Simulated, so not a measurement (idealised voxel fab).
Presented below is a process module, voxel plated lines.
It is cross-section cut that appears here, measuring 230 nm in width, its square cells being 5 nm in size.
Each cross-section below is a grid of square cells, stated as bands in top-down order, with one or more rows of cells making up each band. A band entry consists of two parts. The first gives the height of the band's top and the height of its bottom, in nm. The rest lists the band's materials from left to right, each with its width in nm. A single material labelled with the word "throughout" fills the band from edge to edge, and the word "empty" marks empty space. Height reference: 0 = level under which incoming wafer is all one material. Lowest band: no bottom, runs on downward, e.g. "z 0 and below". Per-row width for "30 to 40": begins at first number (top row of band), ends at second number (bottom row), increment between rows held constant. Where a step carries "all unchanged", the cross-section came out of it unchanged, cell for cell. "Entrapped voids": empty spaces of 8 cells or more with no open way to the top, each given as width x height at distance, distance from the left edge, all in nm. If you see something after the settings on a step's line, that's the simulator's own remark about that step. For masked steps, "overlay nm" on the step line gives how far right of plan the mask actually lay; a minus sign means it lay to the left. Everything after this point is organized in pairs: a cross-section before one process step, a cross-section after it that shows only as deep as the lowest changed band, and, under the pair, the intervening step with its settings. Because different runs of this module on the same starting wafer can supply different pairs, a pair continues from the pair above it only if its entry headed "Before-step section" says so.
[Before-step section]
    z 0 and below  Si throughout
    Entrapped voids: none
[State After Step]
    z 5 to 0  Al2O3 throughout
    No changes below 0.
    Entrapped voids: none
The step occurring between the two cross-sections depicted above is identified as op CONFORMAL_DEP | material Al2O3 | thk nm 5
Before-step section: the after view from the pair directly above serves as the before view here.
[State After Step]
    z 10 to 5  TiN throughout
    No changes below 5.
    Entrapped voids: none
The step occurring between the two cross-sections depicted above is identified as op DIRECTIONAL_DEP | material TiN | thk nm 5
Before-step section: the after view from the pair directly above serves as the before view here.
[State After Step]
    z 35 to 10  55 resist / 20 empty / 30 resist / 20 empty / 30 resist / 20 empty / 55 resist
    No changes below 10.
    Entrapped voids: none
The step occurring between the two cross-sections depicted above is identified as op PATTERN | tone open | mask id LINES | material resist | width nm 20 | pitch nm 50 | thk nm 25 | overlay nm 0
Before-step section: the after view from the pair directly above serves as the before view here.
[State After Step]
    z 35 to 15  55 resist / 20 empty / 30 resist / 20 empty / 30 resist / 20 empty / 55 resist
    z 15 to 10  55 resist / 20 Ru / 30 resist / 20 Ru / 30 resist / 20 Ru / 55 resist
    No changes below 10.
    Entrapped voids: none
The step occurring between the two cross-sections depicted above is identified as op EPI | material Ru | thk nm 5
Before-step section: the after view from the pair directly above serves as the before view here.
[State After Step]
    z 35 to 25  55 resist / 20 empty / 30 resist / 20 empty / 30 resist / 20 empty / 55 resist
    z 25 to 10  55 resist / 20 Ru / 30 resist / 20 Ru / 30 resist / 20 Ru / 55 resist
    No changes below 10.
    Entrapped voids: none
The step occurring between the two cross-sections depicted above is identified as op EPI | material Ru | thk nm 10
Before-step section: the after view from the pair directly above serves as the before view here.
[State After Step]
    z 25 to 10  55 empty / 20 Ru / 30 empty / 20 Ru / 30 empty / 20 Ru / 55 empty
    No changes below 10.
    Entrapped voids: none
The step occurring between the two cross-sections depicted above is identified as op STRIP | etch materials resist
Before-step section: the after view from the pair directly above serves as the before view here.
[State After Step]
    z 25 to 10  55 empty / 20 Ru / 30 empty / 20 Ru / 30 empty / 20 Ru / 55 empty
    z 10 to 5  55 empty / 20 TiN / 30 empty / 20 TiN / 30 empty / 20 TiN / 55 empty
    No changes below 5.
    Entrapped voids: none
The step occurring between the two cross-sections depicted above is identified as op DIRECTIONAL_ETCH | etch materials TiN | depth nm 5
Before-step section: the after view from the pair directly above serves as the before view here.
[State After Step]
    z 30 to 25  50 empty / 30 SiN / 20 empty / 30 SiN / 20 empty / 30 SiN / 50 empty
    z 25 to 10  50 empty / 5 SiN / 20 Ru / 5 SiN / 20 empty / 5 SiN / 20 Ru / 5 SiN / 20 empty / 5 SiN / 20 Ru / 5 SiN / 50 empty
    z 10 to 5  55 SiN / 20 TiN / 30 SiN / 20 TiN / 30 SiN / 20 TiN / 55 SiN
    No changes below 5.
    Entrapped voids: none
The step occurring between the two cross-sections depicted above is identified as op CONFORMAL_DEP | material SiN | thk nm 5
[Before-step section]
    z 10 to 5  TiN throughout
    z 5 to 0  Al2O3 throughout
    z 0 and below  Si throughout
    Entrapped voids: none
[State After Step]
    z 15 to 10  Ru throughout
    No changes below 10.
    Entrapped voids: none
The step occurring between the two cross-sections depicted above is identified as op EPI | material Ru | thk nm 5
Before-step section: the after view from the pair directly above serves as the before view here.
[State After Step]
    z 25 to 10  Ru throughout
    No changes below 10.
    Entrapped voids: none
The step occurring between the two cross-sections depicted above is identified as op EPI | material Ru | thk nm 10
Before-step section: the after view from the pair directly above serves as the before view here.
[State After Step]
    z 30 to 25  SiN throughout
    No changes below 25.
    Entrapped voids: none
The step occurring between the two cross-sections depicted above is identified as op CONFORMAL_DEP | material SiN | thk nm 5
[Before-step section]
    z 35 to 25  55 resist / 20 empty / 30 resist / 20 empty / 30 resist / 20 empty / 55 resist
    z 25 to 10  55 resist / 20 Ru / 30 resist / 20 Ru / 30 resist / 20 Ru / 55 resist
    z 10 to 5  TiN throughout
    z 5 to 0  Al2O3 throughout
    z 0 and below  Si throughout
    Entrapped voids: none
[State After Step]
    z 35 to 10  55 resist / 20 Ru / 30 resist / 20 Ru / 30 resist / 20 Ru / 55 resist
    No changes below 10.
    Entrapped voids: none
The step occurring between the two cross-sections depicted above is identified as op EPI | material Ru | thk nm 10
Before-step section: the after view from the pair directly above serves as the before view here.
[State After Step]
    z 35 to 10  55 empty / 20 Ru / 30 empty / 20 Ru / 30 empty / 20 Ru / 55 empty
    No changes below 10.
    Entrapped voids: none
The step occurring between the two cross-sections depicted above is identified as op STRIP | etch materials resist
Before-step section: the after view from the pair directly above serves as the before view here.
[State After Step]
    z 35 to 10  55 empty / 20 Ru / 30 empty / 20 Ru / 30 empty / 20 Ru / 55 empty
    z 10 to 5  55 empty / 20 TiN / 30 empty / 20 TiN / 30 empty / 20 TiN / 55 empty
    No changes below 5.
    Entrapped voids: none
The step occurring between the two cross-sections depicted above is identified as op DIRECTIONAL_ETCH | etch materials TiN | depth nm 5
Before-step section: the after view from the pair directly above serves as the before view here.
[State After Step]
    z 40 to 35  50 empty / 30 SiN / 20 empty / 30 SiN / 20 empty / 30 SiN / 50 empty
    z 35 to 10  50 empty / 5 SiN / 20 Ru / 5 SiN / 20 empty / 5 SiN / 20 Ru / 5 SiN / 20 empty / 5 SiN / 20 Ru / 5 SiN / 50 empty
    z 10 to 5  55 SiN / 20 TiN / 30 SiN / 20 TiN / 30 SiN / 20 TiN / 55 SiN
    No changes below 5.
    Entrapped voids: none
The step occurring between the two cross-sections depicted above is identified as op CONFORMAL_DEP | material SiN | thk nm 5
[Before-step section]
    z 15 to 10  Ru throughout
    z 10 to 5  TiN throughout
    z 5 to 0  Al2O3 throughout
    z 0 and below  Si throughout
    Entrapped voids: none
[State After Step]
    z 40 to 15  55 resist / 20 empty / 30 resist / 20 empty / 30 resist / 20 empty / 55 resist
    No changes below 15.
    Entrapped voids: none
The step occurring between the two cross-sections depicted above is identified as op PATTERN | tone open | mask id LINES | material resist | width nm 20 | pitch nm 50 | thk nm 25 | overlay nm 0
Before-step section: the after view from the pair directly above serves as the before view here.
[State After Step]
    z 40 to 25  55 resist / 20 empty / 30 resist / 20 empty / 30 resist / 20 empty / 55 resist
    z 25 to 15  55 resist / 20 Ru / 30 resist / 20 Ru / 30 resist / 20 Ru / 55 resist
    No changes below 15.
    Entrapped voids: none
The step occurring between the two cross-sections depicted above is identified as op EPI | material Ru | thk nm 10
Before-step section: the after view from the pair directly above serves as the before view here.
[State After Step]
    z 25 to 15  55 empty / 20 Ru / 30 empty / 20 Ru / 30 empty / 20 Ru / 55 empty
    No changes below 15.
    Entrapped voids: none
The step occurring between the two cross-sections depicted above is identified as op STRIP | etch materials resist
Before-step section: the after view from the pair directly above serves as the before view here.
[State After Step]
    z 30 to 25  50 empty / 30 SiN / 20 empty / 30 SiN / 20 empty / 30 SiN / 50 empty
    z 25 to 20  50 empty / 5 SiN / 20 Ru / 5 SiN / 20 empty / 5 SiN / 20 Ru / 5 SiN / 20 empty / 5 SiN / 20 Ru / 5 SiN / 50 empty
    z 20 to 15  55 SiN / 20 Ru / 30 SiN / 20 Ru / 30 SiN / 20 Ru / 55 SiN
    No changes below 15.
    Entrapped voids: none
The step occurring between the two cross-sections depicted above is identified as op CONFORMAL_DEP | material SiN | thk nm 5
[Before-step section]
    z 25 to 10  55 empty / 20 Ru / 30 empty / 20 Ru / 30 empty / 20 Ru / 55 empty
    z 10 to 5  55 empty / 20 TiN / 30 empty / 20 TiN / 30 empty / 20 TiN / 55 empty
    z 5 to 0  Al2O3 throughout
    z 0 and below  Si throughout
    Entrapped voids: none
[State After Step]
    z 40 to 25  40 empty / 150 SiN / 40 empty
    z 25 to 20  40 empty / 15 SiN / 20 Ru / 30 SiN / 20 Ru / 30 SiN / 20 Ru / 15 SiN / 40 empty
    z 20 to 10  55 SiN / 20 Ru / 30 SiN / 20 Ru / 30 SiN / 20 Ru / 55 SiN
    z 10 to 5  55 SiN / 20 TiN / 30 SiN / 20 TiN / 30 SiN / 20 TiN / 55 SiN
    No changes below 5.
    Entrapped voids: none
The step occurring between the two cross-sections depicted above is identified as op CONFORMAL_DEP | material SiN | thk nm 15
[Before-step section]
    z 10 to 5  TiN throughout
    z 5 to 0  Al2O3 throughout
    z 0 and below  Si throughout
    Entrapped voids: none
[State After Step]
    z 35 to 10  60 resist / 15 empty / 35 resist / 15 empty / 35 resist / 15 empty / 55 resist
    No changes below 10.
    Entrapped voids: none
The step occurring between the two cross-sections depicted above is identified as op PATTERN | tone open | mask id LINES | material resist | width nm 15 | pitch nm 50 | thk nm 25 | overlay nm 0
Before-step section: the after view from the pair directly above serves as the before view here.
[State After Step]
    z 35 to 15  60 resist / 15 empty / 35 resist / 15 empty / 35 resist / 15 empty / 55 resist
    z 15 to 10  60 resist / 15 Ru / 35 resist / 15 Ru / 35 resist / 15 Ru / 55 resist
    No changes below 10.
    Entrapped voids: none
The step occurring between the two cross-sections depicted above is identified as op EPI | material Ru | thk nm 5
Before-step section: the after view from the pair directly above serves as the before view here.
[State After Step]
    z 35 to 25  60 resist / 15 empty / 35 resist / 15 empty / 35 resist / 15 empty / 55 resist
    z 25 to 10  60 resist / 15 Ru / 35 resist / 15 Ru / 35 resist / 15 Ru / 55 resist
    No changes below 10.
    Entrapped voids: none
The step occurring between the two cross-sections depicted above is identified as op EPI | material Ru | thk nm 10
Before-step section: the after view from the pair directly above serves as the before view here.
[State After Step]
    z 25 to 10  60 empty / 15 Ru / 35 empty / 15 Ru / 35 empty / 15 Ru / 55 empty
    No changes below 10.
    Entrapped voids: none
The step occurring between the two cross-sections depicted above is identified as op STRIP | etch materials resist
Before-step section: the after view from the pair directly above serves as the before view here.
[State After Step]
    z 25 to 10  60 empty / 15 Ru / 35 empty / 15 Ru / 35 empty / 15 Ru / 55 empty
    z 10 to 5  60 empty / 15 TiN / 35 empty / 15 TiN / 35 empty / 15 TiN / 55 empty
    No changes below 5.
    Entrapped voids: none
The step occurring between the two cross-sections depicted above is identified as op DIRECTIONAL_ETCH | etch materials TiN | depth nm 5
Before-step section: the after view from the pair directly above serves as the before view here.
[State After Step]
    z 30 to 25  55 empty / 25 SiN / 25 empty / 25 SiN / 25 empty / 25 SiN / 50 empty
    z 25 to 10  55 empty / 5 SiN / 15 Ru / 5 SiN / 25 empty / 5 SiN / 15 Ru / 5 SiN / 25 empty / 5 SiN / 15 Ru / 5 SiN / 50 empty
    z 10 to 5  60 SiN / 15 TiN / 35 SiN / 15 TiN / 35 SiN / 15 TiN / 55 SiN
    No changes below 5.
    Entrapped voids: none
The step occurring between the two cross-sections depicted above is identified as op CONFORMAL_DEP | material SiN | thk nm 5
[Before-step section]
    z 10 to 5  TiN throughout
    z 5 to 0  Al2O3 throughout
    z 0 and below  Si throughout
    Entrapped voids: none
[State After Step]
    z 35 to 10  50 resist / 20 empty / 30 resist / 20 empty / 30 resist / 20 empty / 60 resist
    No changes below 10.
    Entrapped voids: none
The step occurring between the two cross-sections depicted above is identified as op PATTERN | tone open | mask id LINES | material resist | width nm 20 | pitch nm 50 | thk nm 25 | overlay nm -5
Before-step section: the after view from the pair directly above serves as the before view here.
[State After Step]
    z 35 to 15  50 resist / 20 empty / 30 resist / 20 empty / 30 resist / 20 empty / 60 resist
    z 15 to 10  50 resist / 20 Ru / 30 resist / 20 Ru / 30 resist / 20 Ru / 60 resist
    No changes below 10.
    Entrapped voids: none
The step occurring between the two cross-sections depicted above is identified as op EPI | material Ru | thk nm 5
Before-step section: the after view from the pair directly above serves as the before view here.
[State After Step]
    z 35 to 25  50 resist / 20 empty / 30 resist / 20 empty / 30 resist / 20 empty / 60 resist
    z 25 to 10  50 resist / 20 Ru / 30 resist / 20 Ru / 30 resist / 20 Ru / 60 resist
    No changes below 10.
    Entrapped voids: none
The step occurring between the two cross-sections depicted above is identified as op EPI | material Ru | thk nm 10
Before-step section: the after view from the pair directly above serves as the before view here.
[State After Step]
    z 25 to 10  50 empty / 20 Ru / 30 empty / 20 Ru / 30 empty / 20 Ru / 60 empty
    No changes below 10.
    Entrapped voids: none
The step occurring between the two cross-sections depicted above is identified as op STRIP | etch materials resist
Before-step section: the after view from the pair directly above serves as the before view here.
[State After Step]
    z 25 to 10  50 empty / 20 Ru / 30 empty / 20 Ru / 30 empty / 20 Ru / 60 empty
    z 10 to 5  50 empty / 20 TiN / 30 empty / 20 TiN / 30 empty / 20 TiN / 60 empty
    No changes below 5.
    Entrapped voids: none
The step occurring between the two cross-sections depicted above is identified as op DIRECTIONAL_ETCH | etch materials TiN | depth nm 5
Before-step section: the after view from the pair directly above serves as the before view here.
[State After Step]
    z 30 to 25  45 empty / 30 SiN / 20 empty / 30 SiN / 20 empty / 30 SiN / 55 empty
    z 25 to 10  45 empty / 5 SiN / 20 Ru / 5 SiN / 20 empty / 5 SiN / 20 Ru / 5 SiN / 20 empty / 5 SiN / 20 Ru / 5 SiN / 55 empty
    z 10 to 5  50 SiN / 20 TiN / 30 SiN / 20 TiN / 30 SiN / 20 TiN / 60 SiN
    No changes below 5.
    Entrapped voids: none
The step occurring between the two cross-sections depicted above is identified as op CONFORMAL_DEP | material SiN | thk nm 5
[Before-step section]
    z 25 to 10  55 empty / 20 Ru / 30 empty / 20 Ru / 30 empty / 20 Ru / 55 empty
    z 10 to 5  55 empty / 20 TiN / 30 empty / 20 TiN / 30 empty / 20 TiN / 55 empty
    z 5 to 0  Al2O3 throughout
    z 0 and below  Si throughout
    Entrapped voids: none
[State After Step]
    z 30 to 25  50 empty / 30 Al2O3 / 20 empty / 30 Al2O3 / 20 empty / 30 Al2O3 / 50 empty
    z 25 to 10  50 empty / 5 Al2O3 / 20 Ru / 5 Al2O3 / 20 empty / 5 Al2O3 / 20 Ru / 5 Al2O3 / 20 empty / 5 Al2O3 / 20 Ru / 5 Al2O3 / 50 empty
    z 10 to 5  55 Al2O3 / 20 TiN / 30 Al2O3 / 20 TiN / 30 Al2O3 / 20 TiN / 55 Al2O3
    No changes below 5.
    Entrapped voids: none
The step occurring between the two cross-sections depicted above is identified as op CONFORMAL_DEP | material Al2O3 | thk nm 5
[Before-step section]
    z 10 to 5  TiN throughout
    z 5 to 0  Al2O3 throughout
    z 0 and below  Si throughout
    Entrapped voids: none
[State After Step]
    z 35 to 10  55 empty / 20 resist / 30 empty / 20 resist / 30 empty / 20 resist / 55 empty
    No changes below 10.
    Entrapped voids: none
The step occurring between the two cross-sections depicted above is identified as op PATTERN | tone cover | mask id LINES | material resist | width nm 20 | pitch nm 50 | thk nm 25 | overlay nm 0
Before-step section: the after view from the pair directly above serves as the before view here.
[State After Step]
    z 35 to 15  55 empty / 20 resist / 30 empty / 20 resist / 30 empty / 20 resist / 55 empty
    z 15 to 10  55 Ru / 20 resist / 30 Ru / 20 resist / 30 Ru / 20 resist / 55 Ru
    No changes below 10.
    Entrapped voids: none
The step occurring between the two cross-sections depicted above is identified as op EPI | material Ru | thk nm 5
Before-step section: the after view from the pair directly above serves as the before view here.
[State After Step]
    z 35 to 25  55 empty / 20 resist / 30 empty / 20 resist / 30 empty / 20 resist / 55 empty
    z 25 to 10  55 Ru / 20 resist / 30 Ru / 20 resist / 30 Ru / 20 resist / 55 Ru
    No changes below 10.
    Entrapped voids: none
The step occurring between the two cross-sections depicted above is identified as op EPI | material Ru | thk nm 10
Before-step section: the after view from the pair directly above serves as the before view here.
[State After Step]
    z 25 to 10  55 Ru / 20 empty / 30 Ru / 20 empty / 30 Ru / 20 empty / 55 Ru
    No changes below 10.
    Entrapped voids: none
The step occurring between the two cross-sections depicted above is identified as op STRIP | etch materials resist
Before-step section: the after view from the pair directly above serves as the before view here.
[State After Step]
    z 25 to 10  55 Ru / 20 empty / 30 Ru / 20 empty / 30 Ru / 20 empty / 55 Ru
    z 10 to 5  55 TiN / 20 empty / 30 TiN / 20 empty / 30 TiN / 20 empty / 55 TiN
    No changes below 5.
    Entrapped voids: none
The step occurring between the two cross-sections depicted above is identified as op DIRECTIONAL_ETCH | etch materials TiN | depth nm 5
Before-step section: the after view from the pair directly above serves as the before view here.
[State After Step]
    z 30 to 25  60 SiN / 10 empty / 40 SiN / 10 empty / 40 SiN / 10 empty / 60 SiN
    z 25 to 10  55 Ru / 5 SiN / 10 empty / 5 SiN / 30 Ru / 5 SiN / 10 empty / 5 SiN / 30 Ru / 5 SiN / 10 empty / 5 SiN / 55 Ru
    z 10 to 5  55 TiN / 20 SiN / 30 TiN / 20 SiN / 30 TiN / 20 SiN / 55 TiN
    No changes below 5.
    Entrapped voids: none
The step occurring between the two cross-sections depicted above is identified as op CONFORMAL_DEP | material SiN | thk nm 5
